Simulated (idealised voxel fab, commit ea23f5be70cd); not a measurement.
voxel transistor to metal: a process module
In the cross-section labelled cut, the width is 275 nm and each square cell is 5 nm.
Think of the cross-section as a grid of square cells. We describe it in bands, top to bottom, and each band covers one or more rows of those cells.
Heights first: top, then bottom, in nm. Then materials, left to right, each with a width in nm. "full width" on a single material: fills the band edge to edge. "blank": empty space.
Heights from 0 (as-received wafer is one material below). Bottom band endless downward, as "from 0 down".
Width spec "30->40" -> top row of cells at first value, bottom row at second value, equal per-row change in between.
"nothing changed" (step): cross-section cells unchanged, all of them.
"Enclosed cavity list" means: voids of 8 cells or more that are shut off from the top with no open way through. Written width x height at distance, distance from the left edge, in nm.
On a step's line, text after the settings is the simulator commenting on that step.
overlay nm, on a step with a mask: how far to the right of its planned place the mask lay; to the left if negative

# List of planned process steps
1. RECEIVE: material Si
2. CONFORMAL_DEP: material SiO2, thk nm 5
3. CONFORMAL_DEP: material SiN, thk nm 10
4. PATTERN: tone cover, mask id ACTIVE, material resist, width nm 105, pitch nm 125, thk nm 20, overlay nm 0
5. DIRECTIONAL_ETCH: etch materials SiN, depth nm 10
6. DIRECTIONAL_ETCH: etch materials SiO2, depth nm 5
7. DIRECTIONAL_ETCH: etch materials Si, depth nm 30
8. STRIP: etch materials resist
9. FILL_DEP: material SiO2, thk nm 15
10. CMP: height nm 15
11. SELECTIVE_ETCH: etch materials SiO2, depth nm 5
12. STRIP: etch materials SiN
13. SELECTIVE_ETCH: etch materials SiO2, depth nm 5
14. OXIDIZE: depth nm 5
15. DIRECTIONAL_DEP: material polySi, thk nm 20
16. DIRECTIONAL_DEP: material SiCN, thk nm 10
17. PATTERN: tone cover, mask id GATE, material resist, width nm 25, pitch nm 125, thk nm 20, overlay nm 0
18. DIRECTIONAL_ETCH: etch materials SiCN, depth nm 20
19. DIRECTIONAL_ETCH: etch materials polySi, depth nm 30
20. STRIP: etch materials resist
21. CONFORMAL_DEP: material SiN, thk nm 10
22. DIRECTIONAL_ETCH: etch materials SiN, depth nm 10
23. DIRECTIONAL_ETCH: etch materials SiO2, depth nm 5
24. DIRECTIONAL_ETCH: etch materials Si, depth nm 10
25. EPI: material SiGe, thk nm 15
26. FILL_DEP: material SiO2, thk nm 5
27. CMP: height nm 30
28. DIRECTIONAL_DEP: material SiO2, thk nm 15
29. DIRECTIONAL_DEP: material aC, thk nm 10
30. PATTERN: tone open, mask id CONTACT, material resist, width nm 30, thk nm 25, overlay nm 0
31. DIRECTIONAL_ETCH: etch materials aC, depth nm 10
32. STRIP: etch materials resist
33. DIRECTIONAL_ETCH: etch materials SiO2, depth nm 35
34. STRIP: etch materials aC
35. CONFORMAL_DEP: material TiN, thk nm 5
36. FILL_DEP: material W, thk nm 5
37. CMP: height nm 45
38. CONFORMAL_DEP: material SiCN, thk nm 5
39. DIRECTIONAL_DEP: material lowk, thk nm 15
40. MASKED_ETCH: tone open, mask id METAL_1, width nm 20, etch materials lowk, depth nm 15, overlay nm 0
41. MASKED_ETCH: tone open, mask id METAL_1, width nm 20, etch materials SiCN, depth nm 5, overlay nm 0
42. CONFORMAL_DEP: material TiN, thk nm 5
43. FILL_DEP: material Ru, thk nm 5
44. CMP: height nm 65
45. CONFORMAL_DEP: material SiN, thk nm 5

# First of two wafers - as planned

# Cross-section of the wafer upon arrival, representing the state reached after step 1
    from 0 down | Si full width
    Enclosed cavity list: none

# The wafer, seen in cross-section, after step 2
    from 5 to 0 | SiO2 full width
    Heights below 0 show no change.

# The wafer, seen in cross-section, after step 3
    from 15 to 5 | SiN full width
    Heights below 5 show no change.

# The wafer, seen in cross-section, after step 4
    from 35 to 15 | 20 of blank | 105 of resist | 20 of blank | 105 of resist | 25 of blank
    Heights below 15 show no change.

# The wafer, seen in cross-section, after step 5
    from 35 to 15 | 20 of blank | 105 of resist | 20 of blank | 105 of resist | 25 of blank
    from 15 to 5 | 20 of blank | 105 of SiN | 20 of blank | 105 of SiN | 25 of blank
    Heights below 5 show no change.

# The wafer, seen in cross-section, after step 6
    from 35 to 15 | 20 of blank | 105 of resist | 20 of blank | 105 of resist | 25 of blank
    from 15 to 5 | 20 of blank | 105 of SiN | 20 of blank | 105 of SiN | 25 of blank
    from 5 to 0 | 20 of blank | 105 of SiO2 | 20 of blank | 105 of SiO2 | 25 of blank
    Heights below 0 show no change.

# The wafer, seen in cross-section, after step 7
    from 35 to 15 | 20 of blank | 105 of resist | 20 of blank | 105 of resist | 25 of blank
    from 15 to 5 | 20 of blank | 105 of SiN | 20 of blank | 105 of SiN | 25 of blank
    from 5 to 0 | 20 of blank | 105 of SiO2 | 20 of blank | 105 of SiO2 | 25 of blank
    from 0 to -30 | 20 of blank | 105 of Si | 20 of blank | 105 of Si | 25 of blank
    Heights below -30 show no change.

# The wafer, seen in cross-section, after step 8
    from 15 to 5 | 20 of blank | 105 of SiN | 20 of blank | 105 of SiN | 25 of blank
    Heights below 5 show no change.

# The wafer, seen in cross-section, after step 9
    from 30 to 15 | SiO2 full width
    from 15 to 5 | 20 of SiO2 | 105 of SiN | 20 of SiO2 | 105 of SiN | 25 of SiO2
    from 5 to 0 | SiO2 full width
    from 0 to -30 | 20 of SiO2 | 105 of Si | 20 of SiO2 | 105 of Si | 25 of SiO2
    Heights below -30 show no change.

# The wafer, seen in cross-section, after step 10
    from 15 to 5 | 20 of SiO2 | 105 of SiN | 20 of SiO2 | 105 of SiN | 25 of SiO2
    Heights below 5 show no change.

# The wafer, seen in cross-section, after step 11
    from 15 to 10 | 20 of blank | 105 of SiN | 20 of blank | 105 of SiN | 25 of blank
    Heights below 10 show no change.

# The wafer, seen in cross-section, after step 12
    from 10 to 5 | 20 of SiO2 | 105 of blank | 20 of SiO2 | 105 of blank | 25 of SiO2
    Heights below 5 show no change.

# The wafer, seen in cross-section, after step 13
    from 5 to 0 | 15 of SiO2 | 115 of blank | 10 of SiO2 | 115 of blank | 20 of SiO2
    Heights below 0 show no change.

# The wafer, seen in cross-section, after step 14
    from 5 to 0 | 15 of SiO2 | 115 of blank | 10 of SiO2 | 115 of blank | 20 of SiO2
    from 0 to -5 | SiO2 full width
    Heights below -5 show no change.

# The wafer, seen in cross-section, after step 15
    from 25 to 20 | 15 of polySi | 115 of blank | 10 of polySi | 115 of blank | 20 of polySi
    from 20 to 5 | polySi full width
    from 5 to 0 | 15 of SiO2 | 115 of polySi | 10 of SiO2 | 115 of polySi | 20 of SiO2
    Heights below 0 show no change.

# The wafer, seen in cross-section, after step 16
    from 35 to 30 | 15 of SiCN | 115 of blank | 10 of SiCN | 115 of blank | 20 of SiCN
    from 30 to 25 | SiCN full width
    from 25 to 20 | 15 of polySi | 115 of SiCN | 10 of polySi | 115 of SiCN | 20 of polySi
    Heights below 20 show no change.

# The wafer, seen in cross-section, after step 17
    from 55 to 35 | 60 of blank | 25 of resist | 100 of blank | 25 of resist | 65 of blank
    from 35 to 30 | 15 of SiCN | 45 of blank | 25 of resist | 45 of blank | 10 of SiCN | 45 of blank | 25 of resist | 45 of blank | 20 of SiCN
    Heights below 30 show no change.

# The wafer, seen in cross-section, after step 18
    from 55 to 30 | 60 of blank | 25 of resist | 100 of blank | 25 of resist | 65 of blank
    from 30 to 25 | 60 of blank | 25 of SiCN | 100 of blank | 25 of SiCN | 65 of blank
    from 25 to 20 | 15 of polySi | 45 of blank | 25 of SiCN | 45 of blank | 10 of polySi | 45 of blank | 25 of SiCN | 45 of blank | 20 of polySi
    Heights below 20 show no change.

# The wafer, seen in cross-section, after step 19
    from 55 to 30 | 60 of blank | 25 of resist | 100 of blank | 25 of resist | 65 of blank
    from 30 to 20 | 60 of blank | 25 of SiCN | 100 of blank | 25 of SiCN | 65 of blank
    from 20 to 5 | 60 of blank | 25 of polySi | 100 of blank | 25 of polySi | 65 of blank
    from 5 to 0 | 15 of SiO2 | 45 of blank | 25 of polySi | 45 of blank | 10 of SiO2 | 45 of blank | 25 of polySi | 45 of blank | 20 of SiO2
    Heights below 0 show no change.

# The wafer, seen in cross-section, after step 20
    from 30 to 20 | 60 of blank | 25 of SiCN | 100 of blank | 25 of SiCN | 65 of blank
    Heights below 20 show no change.

# The wafer, seen in cross-section, after step 21
    from 40 to 30 | 50 of blank | 45 of SiN | 80 of blank | 45 of SiN | 55 of blank
    from 30 to 20 | 50 of blank | 10 of SiN | 25 of SiCN | 10 of SiN | 80 of blank | 10 of SiN | 25 of SiCN | 10 of SiN | 55 of blank
    from 20 to 15 | 50 of blank | 10 of SiN | 25 of polySi | 10 of SiN | 80 of blank | 10 of SiN | 25 of polySi | 10 of SiN | 55 of blank
    from 15 to 10 | 25 of SiN | 25 of blank | 10 of SiN | 25 of polySi | 10 of SiN | 25 of blank | 30 of SiN | 25 of blank | 10 of SiN | 25 of polySi | 10 of SiN | 25 of blank | 30 of SiN
    from 10 to 5 | 60 of SiN | 25 of polySi | 100 of SiN | 25 of polySi | 65 of SiN
    from 5 to 0 | 15 of SiO2 | 45 of SiN | 25 of polySi | 45 of SiN | 10 of SiO2 | 45 of SiN | 25 of polySi | 45 of SiN | 20 of SiO2
    Heights below 0 show no change.

# The wafer, seen in cross-section, after step 22
    from 30 to 20 | 50 of blank | 10 of SiN | 25 of SiCN | 10 of SiN | 80 of blank | 10 of SiN | 25 of SiCN | 10 of SiN | 55 of blank
    from 20 to 5 | 50 of blank | 10 of SiN | 25 of polySi | 10 of SiN | 80 of blank | 10 of SiN | 25 of polySi | 10 of SiN | 55 of blank
    from 5 to 0 | 15 of SiO2 | 10 of SiN | 25 of blank | 10 of SiN | 25 of polySi | 10 of SiN | 25 of blank | 10 of SiN | 10 of SiO2 | 10 of SiN | 25 of blank | 10 of SiN | 25 of polySi | 10 of SiN | 25 of blank | 10 of SiN | 20 of SiO2
    Heights below 0 show no change.

# The wafer, seen in cross-section, after step 23
    from 30 to 20 | 50 of blank | 10 of SiN | 25 of SiCN | 10 of SiN | 80 of blank | 10 of SiN | 25 of SiCN | 10 of SiN | 55 of blank
    from 20 to 5 | 50 of blank | 10 of SiN | 25 of polySi | 10 of SiN | 80 of blank | 10 of SiN | 25 of polySi | 10 of SiN | 55 of blank
    from 5 to 0 | 15 of blank | 10 of SiN | 25 of blank | 10 of SiN | 25 of polySi | 10 of SiN | 25 of blank | 10 of SiN | 10 of blank | 10 of SiN | 25 of blank | 10 of SiN | 25 of polySi | 10 of SiN | 25 of blank | 10 of SiN | 20 of blank
    from 0 to -5 | 25 of SiO2 | 25 of blank | 45 of SiO2 | 25 of blank | 30 of SiO2 | 25 of blank | 45 of SiO2 | 25 of blank | 30 of SiO2
    Heights below -5 show no change.

# The wafer, seen in cross-section, after step 24
    from 30 to 20 | 50 of blank | 10 of SiN | 25 of SiCN | 10 of SiN | 80 of blank | 10 of SiN | 25 of SiCN | 10 of SiN | 55 of blank
    from 20 to 5 | 50 of blank | 10 of SiN | 25 of polySi | 10 of SiN | 80 of blank | 10 of SiN | 25 of polySi | 10 of SiN | 55 of blank
    from 5 to 0 | 15 of blank | 10 of SiN | 25 of blank | 10 of SiN | 25 of polySi | 10 of SiN | 25 of blank | 10 of SiN | 10 of blank | 10 of SiN | 25 of blank | 10 of SiN | 25 of polySi | 10 of SiN | 25 of blank | 10 of SiN | 20 of blank
    from 0 to -5 | 25 of SiO2 | 25 of blank | 45 of SiO2 | 25 of blank | 30 of SiO2 | 25 of blank | 45 of SiO2 | 25 of blank | 30 of SiO2
    from -5 to -15 | 20 of SiO2 | 5 of Si | 25 of blank | 45 of Si | 25 of blank | 5 of Si | 20 of SiO2 | 5 of Si | 25 of blank | 45 of Si | 25 of blank | 5 of Si | 25 of SiO2
    Heights below -15 show no change.

# The wafer, seen in cross-section, after step 25
    from 30 to 20 | 50 of blank | 10 of SiN | 25 of SiCN | 10 of SiN | 80 of blank | 10 of SiN | 25 of SiCN | 10 of SiN | 55 of blank
    from 20 to 10 | 50 of blank | 10 of SiN | 25 of polySi | 10 of SiN | 80 of blank | 10 of SiN | 25 of polySi | 10 of SiN | 55 of blank
    from 10 to 5 | 20 of blank | 30 of SiGe | 10 of SiN | 25 of polySi | 10 of SiN | 30 of SiGe | 20 of blank | 30 of SiGe | 10 of SiN | 25 of polySi | 10 of SiN | 30 of SiGe | 25 of blank
    from 5 to 0 | 15 of blank | 10 of SiN | 25 of SiGe | 10 of SiN | 25 of polySi | 10 of SiN | 25 of SiGe | 10 of SiN | 10 of blank | 10 of SiN | 25 of SiGe | 10 of SiN | 25 of polySi | 10 of SiN | 25 of SiGe | 10 of SiN | 20 of blank
    from 0 to -5 | 25 of SiO2 | 25 of SiGe | 45 of SiO2 | 25 of SiGe | 30 of SiO2 | 25 of SiGe | 45 of SiO2 | 25 of SiGe | 30 of SiO2
    from -5 to -15 | 20 of SiO2 | 5 of Si | 25 of SiGe | 45 of Si | 25 of SiGe | 5 of Si | 20 of SiO2 | 5 of Si | 25 of SiGe | 45 of Si | 25 of SiGe | 5 of Si | 25 of SiO2
    Heights below -15 show no change.

# The wafer, seen in cross-section, after step 26
    from 35 to 30 | SiO2 full width
    from 30 to 20 | 50 of SiO2 | 10 of SiN | 25 of SiCN | 10 of SiN | 80 of SiO2 | 10 of SiN | 25 of SiCN | 10 of SiN | 55 of SiO2
    from 20 to 10 | 50 of SiO2 | 10 of SiN | 25 of polySi | 10 of SiN | 80 of SiO2 | 10 of SiN | 25 of polySi | 10 of SiN | 55 of SiO2
    from 10 to 5 | 20 of SiO2 | 30 of SiGe | 10 of SiN | 25 of polySi | 10 of SiN | 30 of SiGe | 20 of SiO2 | 30 of SiGe | 10 of SiN | 25 of polySi | 10 of SiN | 30 of SiGe | 25 of SiO2
    from 5 to 0 | 15 of SiO2 | 10 of SiN | 25 of SiGe | 10 of SiN | 25 of polySi | 10 of SiN | 25 of SiGe | 10 of SiN | 10 of SiO2 | 10 of SiN | 25 of SiGe | 10 of SiN | 25 of polySi | 10 of SiN | 25 of SiGe | 10 of SiN | 20 of SiO2
    Heights below 0 show no change.

# The wafer, seen in cross-section, after step 27
    from 30 to 20 | 50 of SiO2 | 10 of SiN | 25 of SiCN | 10 of SiN | 80 of SiO2 | 10 of SiN | 25 of SiCN | 10 of SiN | 55 of SiO2
    Heights below 20 show no change.

# The wafer, seen in cross-section, after step 28
    from 45 to 30 | SiO2 full width
    Heights below 30 show no change.

# The wafer, seen in cross-section, after step 29
    from 55 to 45 | aC full width
    Heights below 45 show no change.

# The wafer, seen in cross-section, after step 30
    from 80 to 55 | 25 of resist | 30 of blank | 35 of resist | 30 of blank | 30 of resist | 30 of blank | 35 of resist | 30 of blank | 30 of resist
    Heights below 55 show no change.

# The wafer, seen in cross-section, after step 31
    from 70 to 55 | 25 of resist | 30 of blank | 35 of resist | 30 of blank | 30 of resist | 30 of blank | 35 of resist | 30 of blank | 30 of resist
    from 55 to 45 | 25 of aC | 30 of blank | 35 of aC | 30 of blank | 30 of aC | 30 of blank | 35 of aC | 30 of blank | 30 of aC
    Heights below 45 show no change.

# The wafer, seen in cross-section, after step 32
    from 55 to 45 | 25 of aC | 30 of blank | 35 of aC | 30 of blank | 30 of aC | 30 of blank | 35 of aC | 30 of blank | 30 of aC
    Heights below 45 show no change.

# The wafer, seen in cross-section, after step 33
    from 55 to 45 | 25 of aC | 30 of blank | 35 of aC | 30 of blank | 30 of aC | 30 of blank | 35 of aC | 30 of blank | 30 of aC
    from 45 to 30 | 25 of SiO2 | 30 of blank | 35 of SiO2 | 30 of blank | 30 of SiO2 | 30 of blank | 35 of SiO2 | 30 of blank | 30 of SiO2
    from 30 to 20 | 25 of SiO2 | 25 of blank | 10 of SiN | 25 of SiCN | 10 of SiN | 25 of blank | 30 of SiO2 | 25 of blank | 10 of SiN | 25 of SiCN | 10 of SiN | 25 of blank | 30 of SiO2
    from 20 to 10 | 25 of SiO2 | 25 of blank | 10 of SiN | 25 of polySi | 10 of SiN | 25 of blank | 30 of SiO2 | 25 of blank | 10 of SiN | 25 of polySi | 10 of SiN | 25 of blank | 30 of SiO2
    Heights below 10 show no change.

# The wafer, seen in cross-section, after step 34
    from 45 to 30 | 25 of SiO2 | 30 of blank | 35 of SiO2 | 30 of blank | 30 of SiO2 | 30 of blank | 35 of SiO2 | 30 of blank | 30 of SiO2
    Heights below 30 show no change.

# The wafer, seen in cross-section, after step 35
    from 50 to 45 | 30 of TiN | 20 of blank | 45 of TiN | 20 of blank | 40 of TiN | 20 of blank | 45 of TiN | 20 of blank | 35 of TiN
    from 45 to 35 | 25 of SiO2 | 5 of TiN | 20 of blank | 5 of TiN | 35 of SiO2 | 5 of TiN | 20 of blank | 5 of TiN | 30 of SiO2 | 5 of TiN | 20 of blank | 5 of TiN | 35 of SiO2 | 5 of TiN | 20 of blank | 5 of TiN | 30 of SiO2
    from 35 to 30 | 25 of SiO2 | 5 of TiN | 15 of blank | 10 of TiN | 35 of SiO2 | 10 of TiN | 15 of blank | 5 of TiN | 30 of SiO2 | 5 of TiN | 15 of blank | 10 of TiN | 35 of SiO2 | 10 of TiN | 15 of blank | 5 of TiN | 30 of SiO2
    from 30 to 20 | 25 of SiO2 | 5 of TiN | 15 of blank | 5 of TiN | 10 of SiN | 25 of SiCN | 10 of SiN | 5 of TiN | 15 of blank | 5 of TiN | 30 of SiO2 | 5 of TiN | 15 of blank | 5 of TiN | 10 of SiN | 25 of SiCN | 10 of SiN | 5 of TiN | 15 of blank | 5 of TiN | 30 of SiO2
    from 20 to 15 | 25 of SiO2 | 5 of TiN | 15 of blank | 5 of TiN | 10 of SiN | 25 of polySi | 10 of SiN | 5 of TiN | 15 of blank | 5 of TiN | 30 of SiO2 | 5 of TiN | 15 of blank | 5 of TiN | 10 of SiN | 25 of polySi | 10 of SiN | 5 of TiN | 15 of blank | 5 of TiN | 30 of SiO2
    from 15 to 10 | 25 of SiO2 | 25 of TiN | 10 of SiN | 25 of polySi | 10 of SiN | 25 of TiN | 30 of SiO2 | 25 of TiN | 10 of SiN | 25 of polySi | 10 of SiN | 25 of TiN | 30 of SiO2
    Heights below 10 show no change.

# The wafer, seen in cross-section, after step 36
    from 55 to 50 | W full width
    from 50 to 45 | 30 of TiN | 20 of W | 45 of TiN | 20 of W | 40 of TiN | 20 of W | 45 of TiN | 20 of W | 35 of TiN
    from 45 to 35 | 25 of SiO2 | 5 of TiN | 20 of W | 5 of TiN | 35 of SiO2 | 5 of TiN | 20 of W | 5 of TiN | 30 of SiO2 | 5 of TiN | 20 of W | 5 of TiN | 35 of SiO2 | 5 of TiN | 20 of W | 5 of TiN | 30 of SiO2
    from 35 to 30 | 25 of SiO2 | 5 of TiN | 15 of W | 10 of TiN | 35 of SiO2 | 10 of TiN | 15 of W | 5 of TiN | 30 of SiO2 | 5 of TiN | 15 of W | 10 of TiN | 35 of SiO2 | 10 of TiN | 15 of W | 5 of TiN | 30 of SiO2
    from 30 to 20 | 25 of SiO2 | 5 of TiN | 15 of W | 5 of TiN | 10 of SiN | 25 of SiCN | 10 of SiN | 5 of TiN | 15 of W | 5 of TiN | 30 of SiO2 | 5 of TiN | 15 of W | 5 of TiN | 10 of SiN | 25 of SiCN | 10 of SiN | 5 of TiN | 15 of W | 5 of TiN | 30 of SiO2
    from 20 to 15 | 25 of SiO2 | 5 of TiN | 15 of W | 5 of TiN | 10 of SiN | 25 of polySi | 10 of SiN | 5 of TiN | 15 of W | 5 of TiN | 30 of SiO2 | 5 of TiN | 15 of W | 5 of TiN | 10 of SiN | 25 of polySi | 10 of SiN | 5 of TiN | 15 of W | 5 of TiN | 30 of SiO2
    Heights below 15 show no change.

# The wafer, seen in cross-section, after step 37
    from 45 to 35 | 25 of SiO2 | 5 of TiN | 20 of W | 5 of TiN | 35 of SiO2 | 5 of TiN | 20 of W | 5 of TiN | 30 of SiO2 | 5 of TiN | 20 of W | 5 of TiN | 35 of SiO2 | 5 of TiN | 20 of W | 5 of TiN | 30 of SiO2
    Heights below 35 show no change.

# The wafer, seen in cross-section, after step 38
    from 50 to 45 | SiCN full width
    Heights below 45 show no change.

# The wafer, seen in cross-section, after step 39
    from 65 to 50 | lowk full width
    Heights below 50 show no change.

# The wafer, seen in cross-section, after step 40
    from 65 to 50 | 25 of lowk | 20 of blank | 55 of lowk | 20 of blank | 30 of lowk | 20 of blank | 55 of lowk | 20 of blank | 30 of lowk
    Heights below 50 show no change.

# The wafer, seen in cross-section, after step 41
    from 65 to 50 | 25 of lowk | 20 of blank | 55 of lowk | 20 of blank | 30 of lowk | 20 of blank | 55 of lowk | 20 of blank | 30 of lowk
    from 50 to 45 | 25 of SiCN | 20 of blank | 55 of SiCN | 20 of blank | 30 of SiCN | 20 of blank | 55 of SiCN | 20 of blank | 30 of SiCN
    Heights below 45 show no change.

# The wafer, seen in cross-section, after step 42
    from 70 to 65 | 30 of TiN | 10 of blank | 65 of TiN | 10 of blank | 40 of TiN | 10 of blank | 65 of TiN | 10 of blank | 35 of TiN
    from 65 to 50 | 25 of lowk | 5 of TiN | 10 of blank | 5 of TiN | 55 of lowk | 5 of TiN | 10 of blank | 5 of TiN | 30 of lowk | 5 of TiN | 10 of blank | 5 of TiN | 55 of lowk | 5 of TiN | 10 of blank | 5 of TiN | 30 of lowk
    from 50 to 45 | 25 of SiCN | 20 of TiN | 55 of SiCN | 20 of TiN | 30 of SiCN | 20 of TiN | 55 of SiCN | 20 of TiN | 30 of SiCN
    Heights below 45 show no change.

# The wafer, seen in cross-section, after step 43
    from 75 to 70 | Ru full width
    from 70 to 65 | 30 of TiN | 10 of Ru | 65 of TiN | 10 of Ru | 40 of TiN | 10 of Ru | 65 of TiN | 10 of Ru | 35 of TiN
    from 65 to 50 | 25 of lowk | 5 of TiN | 10 of Ru | 5 of TiN | 55 of lowk | 5 of TiN | 10 of Ru | 5 of TiN | 30 of lowk | 5 of TiN | 10 of Ru | 5 of TiN | 55 of lowk | 5 of TiN | 10 of Ru | 5 of TiN | 30 of lowk
    Heights below 50 show no change.

# The wafer, seen in cross-section, after step 44
    from 65 to 50 | 25 of lowk | 5 of TiN | 10 of Ru | 5 of TiN | 55 of lowk | 5 of TiN | 10 of Ru | 5 of TiN | 30 of lowk | 5 of TiN | 10 of Ru | 5 of TiN | 55 of lowk | 5 of TiN | 10 of Ru | 5 of TiN | 30 of lowk
    Heights below 50 show no change.

# The wafer, seen in cross-section, after step 45
    from 70 to 65 | SiN full width
    Heights below 65 show no change.

# Now the other wafer: same start, same recipe, but we messed up one thing when running it. Up to and including step 43 it's the same as the first one

# Cross-sectional representation of the second wafer at the time designated in the plan for the completion of step 44
    from 70 to 65 | 30 of TiN | 10 of Ru | 65 of TiN | 10 of Ru | 40 of TiN | 10 of Ru | 65 of TiN | 10 of Ru | 35 of TiN
    Heights below 65 show no change.

# Cross-sectional representation of the second wafer at the time designated in the plan for the completion of step 45
    from 75 to 70 | SiN full width
    Heights below 70 show no change.
Which mistake was made when the wafer was run? step 44 was processed under conditions differing from the plan, specifically as CMP: height nm 70
Final wafer comparison in cells, second versus first, more or fewer per material: +8 Ru; +47 TiN
